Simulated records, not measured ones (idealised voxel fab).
Herein follows the process module entitled voxel lift off.
190 nm wide, 5 nm square cells: that's cross-section cut.
If you're reading a cross-section in this doc, picture square cells in a grid; it comes to you as bands, top ones listed first down to the bottom, and a band can be one or more rows of cells. The entry gives the band's vertical extent as a top height and a bottom height in nm, then its horizontal make-up as materials from left to right, each with a width in nm. "air" stands for empty space; a single material marked "all across" fills the band edge to edge. Beneath 0, the wafer as received is one material, and that level is where height counting begins. The lowest band goes on downward without a bottom; it is written like "0 down". The two numbers in a width such as "30->40" mark its ends across the band: the first belongs to the top row of cells, the second to the bottom row, and from each row to the next the width moves by the same amount. Where the words "remained unchanged" appear for a step, the cross-section shows no cell changed by that step; every cell remained as before. Enclosed voids (no open way to top), threshold 8 cells or more, entry "Sealed void listing", notation width x height at distance, distance from left edge, nm. Anything after a step's settings on that line? It's the simulator's own note about the step. overlay nm: right-of-plan distance of the mask on a masked step; negative values mean left-of-plan.
HERE'S WHAT THE PLANNED PROCESS STEPS LOOK LIKE
| 1 | RECEIVE, material Si |
| 2 | CONFORMAL_DEP, material SiN, thk nm 15 |
| 3 | PATTERN, tone open, mask id LINES, material resist, width nm 30, pitch nm 50, thk nm 30, overlay nm 0 |
| 4 | DIRECTIONAL_DEP, material Ru, thk nm 15 |
| 5 | STRIP, etch materials resist |
| 6 | CONFORMAL_DEP, material SiO2, thk nm 5 |
CONCERNING THE FIRST OF TWO WAFERS, WHICH WAS RUN IN ACCORDANCE WITH THE PLAN
SO THIS IS THE INCOMING WAFER IN CROSS-SECTION - IT'S ALREADY BEEN THROUGH STEP 1
> 0 down  Si all across
> Sealed void listing: none
YOU'RE LOOKING AT A CROSS-SECTION OF THE WAFER AFTER STEP 2
> 15 to 0  SiN all across
> Below 0 it's all the same as before, nothing changed down there.
YOU'RE LOOKING AT A CROSS-SECTION OF THE WAFER AFTER STEP 3
> 45 to 15  30 of resist, 30 of air, 20 of resist, 30 of air, 20 of resist, 30 of air, 30 of resist
> Below 15 it's all the same as before, nothing changed down there.
YOU'RE LOOKING AT A CROSS-SECTION OF THE WAFER AFTER STEP 4
> 60 to 45  30 of Ru, 30 of air, 20 of Ru, 30 of air, 20 of Ru, 30 of air, 30 of Ru
> 45 to 30  30 of resist, 30 of air, 20 of resist, 30 of air, 20 of resist, 30 of air, 30 of resist
> 30 to 15  30 of resist, 30 of Ru, 20 of resist, 30 of Ru, 20 of resist, 30 of Ru, 30 of resist
> Below 15 it's all the same as before, nothing changed down there.
YOU'RE LOOKING AT A CROSS-SECTION OF THE WAFER AFTER STEP 5
> 30 to 15  30 of air, 30 of Ru, 20 of air, 30 of Ru, 20 of air, 30 of Ru, 30 of air
> Below 15 it's all the same as before, nothing changed down there.
YOU'RE LOOKING AT A CROSS-SECTION OF THE WAFER AFTER STEP 6
> 35 to 30  25 of air, 40 of SiO2, 10 of air, 40 of SiO2, 10 of air, 40 of SiO2, 25 of air
> 30 to 20  25 of air, 5 of SiO2, 30 of Ru, 5 of SiO2, 10 of air, 5 of SiO2, 30 of Ru, 5 of SiO2, 10 of air, 5 of SiO2, 30 of Ru, 5 of SiO2, 25 of air
> 20 to 15  30 of SiO2, 30 of Ru, 20 of SiO2, 30 of Ru, 20 of SiO2, 30 of Ru, 30 of SiO2
> Below 15 it's all the same as before, nothing changed down there.
WAFER TWO OF THE PAIR: SAME ORIGIN, SAME PLAN, ONE ERROR DURING THE RUN; IDENTICAL TO WAFER ONE UP TO AND INCLUDING STEP 1
SECOND WAFER, CROSS-SECTION, PLANNED END OF STEP 2
> 30 to 0  SiN all across
> Below 0 it's all the same as before, nothing changed down there.
SECOND WAFER, CROSS-SECTION, PLANNED END OF STEP 3
> 60 to 30  30 of resist, 30 of air, 20 of resist, 30 of air, 20 of resist, 30 of air, 30 of resist
> Below 30 it's all the same as before, nothing changed down there.
SECOND WAFER, CROSS-SECTION, PLANNED END OF STEP 4
> 75 to 60  30 of Ru, 30 of air, 20 of Ru, 30 of air, 20 of Ru, 30 of air, 30 of Ru
> 60 to 45  30 of resist, 30 of air, 20 of resist, 30 of air, 20 of resist, 30 of air, 30 of resist
> 45 to 30  30 of resist, 30 of Ru, 20 of resist, 30 of Ru, 20 of resist, 30 of Ru, 30 of resist
> Below 30 it's all the same as before, nothing changed down there.
SECOND WAFER, CROSS-SECTION, PLANNED END OF STEP 5
> 45 to 30  30 of air, 30 of Ru, 20 of air, 30 of Ru, 20 of air, 30 of Ru, 30 of air
> Below 30 it's all the same as before, nothing changed down there.
SECOND WAFER, CROSS-SECTION, PLANNED END OF STEP 6
> 50 to 45  25 of air, 40 of SiO2, 10 of air, 40 of SiO2, 10 of air, 40 of SiO2, 25 of air
> 45 to 35  25 of air, 5 of SiO2, 30 of Ru, 5 of SiO2, 10 of air, 5 of SiO2, 30 of Ru, 5 of SiO2, 10 of air, 5 of SiO2, 30 of Ru, 5 of SiO2, 25 of air
> 35 to 30  30 of SiO2, 30 of Ru, 20 of SiO2, 30 of Ru, 20 of SiO2, 30 of Ru, 30 of SiO2
> Below 30 it's all the same as before, nothing changed down there.
Which mistake was made when the wafer was run? step 2 was run twice
Bottom line after processing is that, in cells, the second wafer is up or down on some materials versus the first: SiN: 114 more
